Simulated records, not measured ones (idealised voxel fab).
Presented below is a process module, voxel wiring stack.
This is section cut - it's 280 nm across, gridded in 5 nm square cells.
Reading order for cross-sections: top band down to bottom band. Underlying form: a grid of square cells. Band size: one or more rows of cells. Read a band's entry like this: the first values are the height of its top and the height of its bottom in nm, and what follows is the sequence of materials from left to right, each with its width in nm. Note that "air" is empty space, and that a single material marked "throughout" reaches across the band from edge to edge. All heights in this document are referenced to 0, defined as the level beneath which the wafer, as received, consists entirely of one material. The lowest band is not bounded below; it extends indefinitely downward and is written in the form "0 nm and below". Width: "30->40" (first number = top row, second number = bottom row, same change from row to row of cells). Step marked "remains unaltered"? Then no cell in the cross-section changed in it. Each empty space that has no open way to the top and spans at least 8 cells appears under "Completely sealed voids" as width x height at distance, the distance counted from the left edge, all in nm. Post-settings text on a step line: simulator's own remark regarding the step. When a step includes a mask, the "overlay nm" setting on its line states how far to the right of its planned place that mask lay, and negative values state how far to the left.

[The process steps that were planned are listed below]
- 1: RECEIVE | material Si
- 2: CONFORMAL_DEP | material SiO2 | thk nm 10
- 3: DIRECTIONAL_DEP | material TiN | thk nm 5
- 4: DIRECTIONAL_DEP | material W | thk nm 15
- 5: MASKED_ETCH | tone cover | mask id METAL_1 | width nm 15 | pitch nm 40 | etch materials W | depth nm 15 | overlay nm 0
- 6: MASKED_ETCH | tone cover | mask id METAL_1 | width nm 25 | pitch nm 40 | etch materials TiN | depth nm 5 | overlay nm 0
- 7: CONFORMAL_DEP | material SiCN | thk nm 5
- 8: FILL_DEP | material SiO2 | thk nm 5
- 9: CMP | height nm 30
- 10: CONFORMAL_DEP | material SiCN | thk nm 5
- 11: DIRECTIONAL_DEP | material SiO2 | thk nm 20
- 12: DIRECTIONAL_DEP | material aC | thk nm 15
- 13: PATTERN | tone open | mask id PLUG_1 | material resist | width nm 15 | pitch nm 40 | thk nm 35 | overlay nm 0
- 14: DIRECTIONAL_ETCH | etch materials aC | depth nm 15
- 15: STRIP | etch materials resist
- 16: DIRECTIONAL_ETCH | etch materials SiO2 | depth nm 20
- 17: DIRECTIONAL_ETCH | etch materials SiCN | depth nm 5
- 18: STRIP | etch materials aC
- 19: CONFORMAL_DEP | material TiN | thk nm 5
- 20: FILL_DEP | material Cu | thk nm 5
- 21: CMP | height nm 55
- 22: DIRECTIONAL_DEP | material TiN | thk nm 5
- 23: DIRECTIONAL_DEP | material W | thk nm 15
- 24: DIRECTIONAL_DEP | material aC | thk nm 15
- 25: PATTERN | tone cover | mask id METAL_2 | material resist | width nm 25 | pitch nm 40 | thk nm 35 | overlay nm 0
- 26: DIRECTIONAL_ETCH | etch materials aC | depth nm 15
- 27: STRIP | etch materials resist
- 28: DIRECTIONAL_ETCH | etch materials W | depth nm 15
- 29: DIRECTIONAL_ETCH | etch materials TiN | depth nm 5
- 30: STRIP | etch materials aC
- 31: CONFORMAL_DEP | material SiN | thk nm 5
- 32: FILL_DEP | material SiO2 | thk nm 5
- 33: CMP | height nm 75
- 34: CONFORMAL_DEP | material SiCN | thk nm 5
- 35: DIRECTIONAL_DEP | material lowk | thk nm 30
- 36: MASKED_ETCH | tone open | mask id METAL_3 | width nm 25 | pitch nm 40 | etch materials lowk | depth nm 20 | overlay nm 0
- 37: DIRECTIONAL_DEP | material aC | thk nm 15
- 38: PATTERN | tone open | mask id METAL_3_HOLES | material resist | width nm 15 | pitch nm 40 | thk nm 35 | overlay nm 0
- 39: DIRECTIONAL_ETCH | etch materials aC | depth nm 15
- 40: STRIP | etch materials resist
- 41: DIRECTIONAL_ETCH | etch materials lowk | depth nm 10
- 42: DIRECTIONAL_ETCH | etch materials SiCN | depth nm 5
- 43: STRIP | etch materials aC
- 44: CONFORMAL_DEP | material TiN | thk nm 5
- 45: FILL_DEP | material Cu | thk nm 10
- 46: CMP | height nm 110
- 47: CONFORMAL_DEP | material SiCN | thk nm 5
- 48: DIRECTIONAL_DEP | material SiO2 | thk nm 15
- 49: DIRECTIONAL_DEP | material aC | thk nm 15
- 50: PATTERN | tone open | mask id PLUG_3 | material resist | width nm 15 | thk nm 30 | overlay nm 0
- 51: DIRECTIONAL_ETCH | etch materials aC | depth nm 15
- 52: STRIP | etch materials resist
- 53: DIRECTIONAL_ETCH | etch materials SiO2 | depth nm 15
- 54: DIRECTIONAL_ETCH | etch materials SiCN | depth nm 5
- 55: STRIP | etch materials aC
- 56: CONFORMAL_DEP | material TiN | thk nm 5
- 57: FILL_DEP | material Ru | thk nm 5
- 58: CMP | height nm 130
- 59: DIRECTIONAL_DEP | material TiN | thk nm 5
- 60: DIRECTIONAL_DEP | material Ru | thk nm 25
- 61: DIRECTIONAL_DEP | material aC | thk nm 10
- 62: PATTERN | tone cover | mask id METAL_4 | material resist | width nm 25 | pitch nm 40 | thk nm 25 | overlay nm 0
- 63: DIRECTIONAL_ETCH | etch materials aC | depth nm 10
- 64: STRIP | etch materials resist
- 65: DIRECTIONAL_ETCH | etch materials Ru | depth nm 25
- 66: DIRECTIONAL_ETCH | etch materials TiN | depth nm 5
- 67: STRIP | etch materials aC
- 68: CONFORMAL_DEP | material SiN | thk nm 5
- 69: FILL_DEP | material lowk | thk nm 10
- 70: CMP | height nm 160
- 71: CONFORMAL_DEP | material SiCN | thk nm 5
For clarity, it should be stated that the wafers under discussion commence in an identical condition and differ with respect to the width nm of step 5, the plan indicating the value that the first wafer had.

[Received wafers, first of several: cross-section after step 1]
- 0 nm and below | Si throughout
- Completely sealed voids: none

[Gained (+) or lost (-) cells of each material since receipt, then closed voids: one row per wafer, at the end of the module]
width nm 15 | +32 Cu | +53 Ru | +271 SiCN | +124 SiN | +731 SiO2 | +95 TiN | +48 W | +494 lowk | Completely sealed voids: none
width nm 20 | +32 Cu | +53 Ru | +269 SiCN | +124 SiN | +727 SiO2 | +95 TiN | +54 W | +494 lowk | Completely sealed voids: none
width nm 25 | +32 Cu | +53 Ru | +267 SiCN | +124 SiN | +723 SiO2 | +95 TiN | +60 W | +494 lowk | Completely sealed voids: none
